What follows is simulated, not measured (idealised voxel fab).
process module | voxel wiring stack
cross-section cut | 275 nm wide | cells 5 nm
A cross-section is a grid of square cells, given in bands from the top down. A band is one or more rows of cells.
Each band's line starts with the height of the band's top and of its bottom, in nm. Then come its materials from left to right, each with its width in nm. One material with "throughout" fills the band from edge to edge. "air" is empty space.
Height 0 is the level under which the wafer as received is all one material. The lowest band goes on downwards, as in "0 down".
A width such as "30 to 40" changes by the same amount from each row of cells to the next, from the band's top row to its bottom row.
"no change" after a step means that no cell of the cross-section changed.
closed voids: empty space of 8 cells or more with no open way to the top, each as width x height at its distance from the left edge, in nm
after a step's settings: what the simulator itself notes on the step
overlay nm, on a step with a mask: how far to the right of its planned place the mask lay; to the left if negative
plan
1 op RECEIVE | material Si
2 op CONFORMAL_DEP | material SiO2 | thk nm 10
3 op DIRECTIONAL_DEP | material TiN | thk nm 5
4 op DIRECTIONAL_DEP | material W | thk nm 25
5 op PATTERN | tone cover | mask id METAL_1 | material resist | width nm 20 | pitch nm 35 | thk nm 15 | overlay nm 0
6 op DIRECTIONAL_ETCH | etch materials W | depth nm 25
7 op DIRECTIONAL_ETCH | etch materials TiN | depth nm 5
8 op STRIP | etch materials resist
9 op FILL_DEP | material lowk | thk nm 5
10 op CMP | height nm 40
11 op CONFORMAL_DEP | material SiCN | thk nm 5
12 op DIRECTIONAL_DEP | material SiO2 | thk nm 15
13 op PATTERN | tone open | mask id PLUG_1 | material resist | width nm 15 | pitch nm 70 | thk nm 20 | overlay nm 0
14 op DIRECTIONAL_ETCH | etch materials SiO2 | depth nm 15
15 op DIRECTIONAL_ETCH | etch materials SiCN | depth nm 5
16 op STRIP | etch materials resist
17 op EPI | material Ru | thk nm 10
18 op EPI | material Ru | thk nm 10
19 op DIRECTIONAL_DEP | material TiN | thk nm 5
20 op DIRECTIONAL_DEP | material W | thk nm 25
21 op DIRECTIONAL_DEP | material aC | thk nm 15
22 op PATTERN | tone cover | mask id METAL_2 | material resist | width nm 20 | pitch nm 35 | thk nm 30 | overlay nm 0
23 op DIRECTIONAL_ETCH | etch materials aC | depth nm 15
24 op STRIP | etch materials resist
25 op DIRECTIONAL_ETCH | etch materials W | depth nm 25
26 op DIRECTIONAL_ETCH | etch materials TiN | depth nm 5
27 op STRIP | etch materials aC
28 op FILL_DEP | material lowk | thk nm 5
29 op CMP | height nm 90
30 op CONFORMAL_DEP | material SiCN | thk nm 5
31 op DIRECTIONAL_DEP | material SiO2 | thk nm 10
32 op DIRECTIONAL_DEP | material aC | thk nm 10
33 op PATTERN | tone open | mask id PLUG_2 | material resist | width nm 15 | pitch nm 70 | thk nm 25 | overlay nm 0
34 op DIRECTIONAL_ETCH | etch materials aC | depth nm 10
35 op STRIP | etch materials resist
36 op DIRECTIONAL_ETCH | etch materials SiO2 | depth nm 10
37 op DIRECTIONAL_ETCH | etch materials SiCN | depth nm 5
38 op STRIP | etch materials aC
39 op CONFORMAL_DEP | material TiN | thk nm 5
40 op FILL_DEP | material Ru | thk nm 5
41 op CMP | height nm 105
42 op CONFORMAL_DEP | material SiN | thk nm 5
43 op DIRECTIONAL_DEP | material SiO2 | thk nm 15
44 op PATTERN | tone open | mask id METAL_3 | material resist | width nm 20 | pitch nm 35 | thk nm 20 | overlay nm 0
45 op DIRECTIONAL_ETCH | etch materials SiO2 | depth nm 15
46 op DIRECTIONAL_ETCH | etch materials SiN | depth nm 5
47 op STRIP | etch materials resist
48 op CONFORMAL_DEP | material TiN | thk nm 5
49 op FILL_DEP | material Cu | thk nm 10
50 op CMP | height nm 125
51 op EPI | material Ru | thk nm 5
52 op FILL_DEP | material SiCN | thk nm 5
as received, after step 1
  0 down: Si throughout
  closed voids: none
a wafer at the end: this start, this plan, one mistake
  135 to 130: SiCN throughout
  130 to 125: SiCN 85 | Ru 30 | SiCN 5 | Ru 30 | SiCN 5 | Ru 30 | SiCN 90
  125 to 110: SiO2 90 | TiN 5 | Cu 10 | TiN 5 | SiO2 15 | TiN 5 | Cu 10 | TiN 5 | SiO2 15 | TiN 5 | Cu 10 | TiN 5 | SiO2 95
  110 to 105: SiN 90 | TiN 20 | SiN 15 | TiN 20 | SiN 15 | TiN 20 | SiN 95
  105 to 95: SiO2 90 | TiN 5 | Ru 5 | TiN 5 | SiO2 55 | TiN 5 | Ru 5 | TiN 5 | SiO2 100
  95 to 90: SiCN 90 | TiN 15 | SiCN 55 | TiN 15 | SiCN 100
  90 to 75: lowk 90 | W 20 | lowk 15 | W 20 | lowk 15 | W 20 | lowk 95
  75 to 65: Ru throughout
  65 to 60: TiN 90 | Ru 15 | TiN 55 | Ru 15 | TiN 100
  60 to 55: SiO2 90 | Ru 15 | SiO2 55 | Ru 15 | SiO2 100
  55 to 50: SiO2 90 | TiN 15 | SiO2 55 | TiN 15 | SiO2 100
  50 to 45: SiO2 90 | Ru 15 | SiO2 55 | Ru 15 | SiO2 100
  45 to 40: SiCN 90 | Ru 15 | SiCN 55 | Ru 15 | SiCN 100
  40 to 15: lowk 90 | W 20 | lowk 15 | W 20 | lowk 15 | W 20 | lowk 95
  15 to 10: lowk 90 | TiN 20 | lowk 15 | TiN 20 | lowk 15 | TiN 20 | lowk 95
  10 to 0: SiO2 throughout
  0 down: Si throughout
  closed voids: none
what went wrong: steps 18 and 19 were swapped
